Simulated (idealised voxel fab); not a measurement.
Module name: voxel transistor to metal (process module)
Displayed cross-section: cut, width of 280 nm, square cells sized 5 nm.
Bands, listed from the top down, are how a cross-section gets written in this document; the cross-section itself is a grid of square cells, and a band is one or more rows of them. Quick guide to a band line: top height, bottom height (nm) up front; then every material left to right with its width in nm. Only one material and it's marked "everywhere"? Then it fills the band edge to edge. And "blank" just means empty space. Height datum 0, below which the as-received substrate wafer is one material. Lowest band open at the bottom, running downward: "0 nm and below". Read "30..40" as a graded width: first number on top, second number at the bottom, same change between each pair of neighbouring rows. For the purposes of this document, the phrase "no modifications" attached to a step denotes that no cell within the cross-section was modified by that step. Enclosed voids (no open way to top), threshold 8 cells or more, entry "Closed void entries", notation width x height at distance, distance from left edge, nm. The remark found on a step's line after its settings is issued by the simulator itself and pertains to that step. Each step line may optionally specify "overlay nm", which for a step with a mask gives the rightward distance between the mask's planned place and where it lay, a negative value indicating the leftward direction.
THE STEPS PLANNED FOR THE PROCESS ARE AS FOLLOWS
- 1: RECEIVE (material Si)
- 2: OXIDIZE (depth nm 5)
- 3: CONFORMAL_DEP (material SiN; thk nm 10)
- 4: PATTERN (tone cover; mask id ACTIVE; material resist; width nm 110; pitch nm 130; thk nm 15; overlay nm 0)
- 5: DIRECTIONAL_ETCH (etch materials SiN; depth nm 10)
- 6: DIRECTIONAL_ETCH (etch materials SiO2; depth nm 5)
- 7: DIRECTIONAL_ETCH (etch materials Si; depth nm 35)
- 8: STRIP (etch materials resist)
- 9: FILL_DEP (material SiO2; thk nm 10)
- 10: CMP (height nm 10)
- 11: SELECTIVE_ETCH (etch materials SiO2; depth nm 10)
- 12: STRIP (etch materials SiN)
- 13: SELECTIVE_ETCH (etch materials SiO2; depth nm 5)
- 14: OXIDIZE (depth nm 5)
- 15: DIRECTIONAL_DEP (material polySi; thk nm 25)
- 16: DIRECTIONAL_DEP (material SiCN; thk nm 15)
- 17: MASKED_ETCH (tone cover; mask id GATE; width nm 30; pitch nm 130; etch materials SiCN; depth nm 25; overlay nm 0)
- 18: MASKED_ETCH (tone cover; mask id GATE; width nm 30; pitch nm 130; etch materials polySi; depth nm 35; overlay nm 0)
- 19: CONFORMAL_DEP (material SiN; thk nm 10)
- 20: DIRECTIONAL_ETCH (etch materials SiN; depth nm 10)
- 21: DIRECTIONAL_ETCH (etch materials SiO2; depth nm 5)
- 22: DIRECTIONAL_ETCH (etch materials Si; depth nm 5)
- 23: EPI (material nSi; thk nm 5)
- 24: FILL_DEP (material SiO2; thk nm 5)
- 25: CMP (height nm 20)
- 26: STRIP (etch materials polySi)
- 27: SELECTIVE_ETCH (etch materials SiO2; depth nm 5)
- 28: CONFORMAL_DEP (material HfO2; thk nm 5)
- 29: CONFORMAL_DEP (material TiN; thk nm 5)
- 30: FILL_DEP (material W; thk nm 5)
- 31: CMP (height nm 15)
- 32: DIRECTIONAL_DEP (material SiO2; thk nm 10)
- 33: PATTERN (tone open; mask id CONTACT; material resist; width nm 15; thk nm 15; overlay nm 0)
- 34: DIRECTIONAL_ETCH (etch materials SiO2; depth nm 35)
- 35: STRIP (etch materials resist)
- 36: CONFORMAL_DEP (material TiN; thk nm 5)
- 37: FILL_DEP (material W; thk nm 10)
- 38: CMP (height nm 25)
- 39: CONFORMAL_DEP (material SiCN; thk nm 5)
- 40: DIRECTIONAL_DEP (material lowk; thk nm 25)
- 41: PATTERN (tone open; mask id METAL_1; material resist; width nm 15; thk nm 15; overlay nm -15)
- 42: DIRECTIONAL_ETCH (etch materials lowk; depth nm 25)
- 43: DIRECTIONAL_ETCH (etch materials SiCN; depth nm 5)
- 44: STRIP (etch materials resist)
- 45: CONFORMAL_DEP (material TiN; thk nm 5)
- 46: FILL_DEP (material Ru; thk nm 5)
- 47: CMP (height nm 55)
- 48: CONFORMAL_DEP (material SiCN; thk nm 5)
Variable across wafers: step 41 overlay nm (plan value is that of the first wafer; starting state common to all).
SO THIS IS THE FIRST OF SEVERAL WAFERS, CROSS-SECTIONED AS IT CAME TO US, MEANING IT'S AT THE END OF STEP 1
- 0 nm and below  Si everywhere
- Closed void entries: none
FIRST WAFER AT THE END, AFTER STEP 48
- 60 nm to 55 nm  SiCN everywhere
- 55 nm to 30 nm  15 of lowk | 5 of TiN | 5 of Ru | 5 of TiN | 60 of lowk | 5 of TiN | 5 of Ru | 5 of TiN | 40 of lowk | 5 of TiN | 5 of Ru | 5 of TiN | 60 of lowk | 5 of TiN | 5 of Ru | 5 of TiN | 45 of lowk
- 30 nm to 25 nm  15 of SiCN | 15 of TiN | 60 of SiCN | 15 of TiN | 40 of SiCN | 15 of TiN | 60 of SiCN | 15 of TiN | 45 of SiCN
- 25 nm to 15 nm  30 of SiO2 | 5 of TiN | 5 of W | 5 of TiN | 60 of SiO2 | 5 of TiN | 5 of W | 5 of TiN | 40 of SiO2 | 5 of TiN | 5 of W | 5 of TiN | 60 of SiO2 | 5 of TiN | 5 of W | 5 of TiN | 30 of SiO2
- 15 nm to 0 nm  30 of SiO2 | 5 of TiN | 5 of W | 5 of TiN | 5 of SiO2 | 10 of SiN | 5 of HfO2 | 5 of TiN | 10 of W | 5 of TiN | 5 of HfO2 | 10 of SiN | 5 of SiO2 | 5 of TiN | 5 of W | 5 of TiN | 40 of SiO2 | 5 of TiN | 5 of W | 5 of TiN | 5 of SiO2 | 10 of SiN | 5 of HfO2 | 5 of TiN | 10 of W | 5 of TiN | 5 of HfO2 | 10 of SiN | 5 of SiO2 | 5 of TiN | 5 of W | 5 of TiN | 30 of SiO2
- 0 nm to -5 nm  30 of SiO2 | 5 of TiN | 5 of W | 5 of TiN | 5 of SiO2 | 10 of SiN | 5 of HfO2 | 20 of TiN | 5 of HfO2 | 10 of SiN | 5 of SiO2 | 5 of TiN | 5 of W | 5 of TiN | 40 of SiO2 | 5 of TiN | 5 of W | 5 of TiN | 5 of SiO2 | 10 of SiN | 5 of HfO2 | 20 of TiN | 5 of HfO2 | 10 of SiN | 5 of SiO2 | 5 of TiN | 5 of W | 5 of TiN | 30 of SiO2
- -5 nm to -10 nm  30 of SiO2 | 15 of TiN | 5 of nSi | 5 of SiO2 | 40 of HfO2 | 5 of SiO2 | 5 of nSi | 15 of TiN | 40 of SiO2 | 15 of TiN | 5 of nSi | 5 of SiO2 | 40 of HfO2 | 5 of SiO2 | 5 of nSi | 15 of TiN | 30 of SiO2
- -10 nm to -15 nm  20 of SiO2 | 30 of nSi | 50 of Si | 30 of nSi | 20 of SiO2 | 30 of nSi | 50 of Si | 30 of nSi | 20 of SiO2
- -15 nm to -40 nm  20 of SiO2 | 110 of Si | 20 of SiO2 | 110 of Si | 20 of SiO2
- -40 nm and below  Si everywhere
- Closed void entries: none
CROSS-SECTION, MODULE END, FINAL OF SEVERAL WAFERS
- 60 nm to 55 nm  SiCN everywhere
- 55 nm to 30 nm  45 of lowk | 5 of TiN | 5 of Ru | 5 of TiN | 60 of lowk | 5 of TiN | 5 of Ru | 5 of TiN | 40 of lowk | 5 of TiN | 5 of Ru | 5 of TiN | 60 of lowk | 5 of TiN | 5 of Ru | 5 of TiN | 15 of lowk
- 30 nm to 25 nm  45 of SiCN | 15 of TiN | 60 of SiCN | 15 of TiN | 40 of SiCN | 15 of TiN | 60 of SiCN | 15 of TiN | 15 of SiCN
- 25 nm to 15 nm  30 of SiO2 | 5 of TiN | 5 of W | 5 of TiN | 60 of SiO2 | 5 of TiN | 5 of W | 5 of TiN | 40 of SiO2 | 5 of TiN | 5 of W | 5 of TiN | 60 of SiO2 | 5 of TiN | 5 of W | 5 of TiN | 30 of SiO2
- 15 nm to 0 nm  30 of SiO2 | 5 of TiN | 5 of W | 5 of TiN | 5 of SiO2 | 10 of SiN | 5 of HfO2 | 5 of TiN | 10 of W | 5 of TiN | 5 of HfO2 | 10 of SiN | 5 of SiO2 | 5 of TiN | 5 of W | 5 of TiN | 40 of SiO2 | 5 of TiN | 5 of W | 5 of TiN | 5 of SiO2 | 10 of SiN | 5 of HfO2 | 5 of TiN | 10 of W | 5 of TiN | 5 of HfO2 | 10 of SiN | 5 of SiO2 | 5 of TiN | 5 of W | 5 of TiN | 30 of SiO2
- 0 nm to -5 nm  30 of SiO2 | 5 of TiN | 5 of W | 5 of TiN | 5 of SiO2 | 10 of SiN | 5 of HfO2 | 20 of TiN | 5 of HfO2 | 10 of SiN | 5 of SiO2 | 5 of TiN | 5 of W | 5 of TiN | 40 of SiO2 | 5 of TiN | 5 of W | 5 of TiN | 5 of SiO2 | 10 of SiN | 5 of HfO2 | 20 of TiN | 5 of HfO2 | 10 of SiN | 5 of SiO2 | 5 of TiN | 5 of W | 5 of TiN | 30 of SiO2
- -5 nm to -10 nm  30 of SiO2 | 15 of TiN | 5 of nSi | 5 of SiO2 | 40 of HfO2 | 5 of SiO2 | 5 of nSi | 15 of TiN | 40 of SiO2 | 15 of TiN | 5 of nSi | 5 of SiO2 | 40 of HfO2 | 5 of SiO2 | 5 of nSi | 15 of TiN | 30 of SiO2
- -10 nm to -15 nm  20 of SiO2 | 30 of nSi | 50 of Si | 30 of nSi | 20 of SiO2 | 30 of nSi | 50 of Si | 30 of nSi | 20 of SiO2
- -15 nm to -40 nm  20 of SiO2 | 110 of Si | 20 of SiO2 | 110 of Si | 20 of SiO2
- -40 nm and below  Si everywhere
- Closed void entries: none
EACH WAFER AT THE END: CELLS OF EACH MATERIAL GAINED (+) OR LOST (-) SINCE IT WAS RECEIVED, THEN ITS CLOSED VOIDS
overlay nm -15, +32 HfO2, +20 Ru, -208 Si, +100 SiCN, +32 SiN, +280 SiO2, +132 TiN, +36 W, +220 lowk, +28 nSi, Closed void entries: none
overlay nm -10, +32 HfO2, +20 Ru, -208 Si, +100 SiCN, +32 SiN, +280 SiO2, +132 TiN, +36 W, +220 lowk, +28 nSi, Closed void entries: none
overlay nm -5, +32 HfO2, +20 Ru, -208 Si, +100 SiCN, +32 SiN, +280 SiO2, +132 TiN, +36 W, +220 lowk, +28 nSi, Closed void entries: none
overlay nm 0, +32 HfO2, +20 Ru, -208 Si, +100 SiCN, +32 SiN, +280 SiO2, +132 TiN, +36 W, +220 lowk, +28 nSi, Closed void entries: none
overlay nm 5, +32 HfO2, +20 Ru, -208 Si, +100 SiCN, +32 SiN, +280 SiO2, +132 TiN, +36 W, +220 lowk, +28 nSi, Closed void entries: none
overlay nm 10, +32 HfO2, +20 Ru, -208 Si, +100 SiCN, +32 SiN, +280 SiO2, +132 TiN, +36 W, +220 lowk, +28 nSi, Closed void entries: none
overlay nm 15, +32 HfO2, +20 Ru, -208 Si, +100 SiCN, +32 SiN, +280 SiO2, +132 TiN, +36 W, +220 lowk, +28 nSi, Closed void entries: none
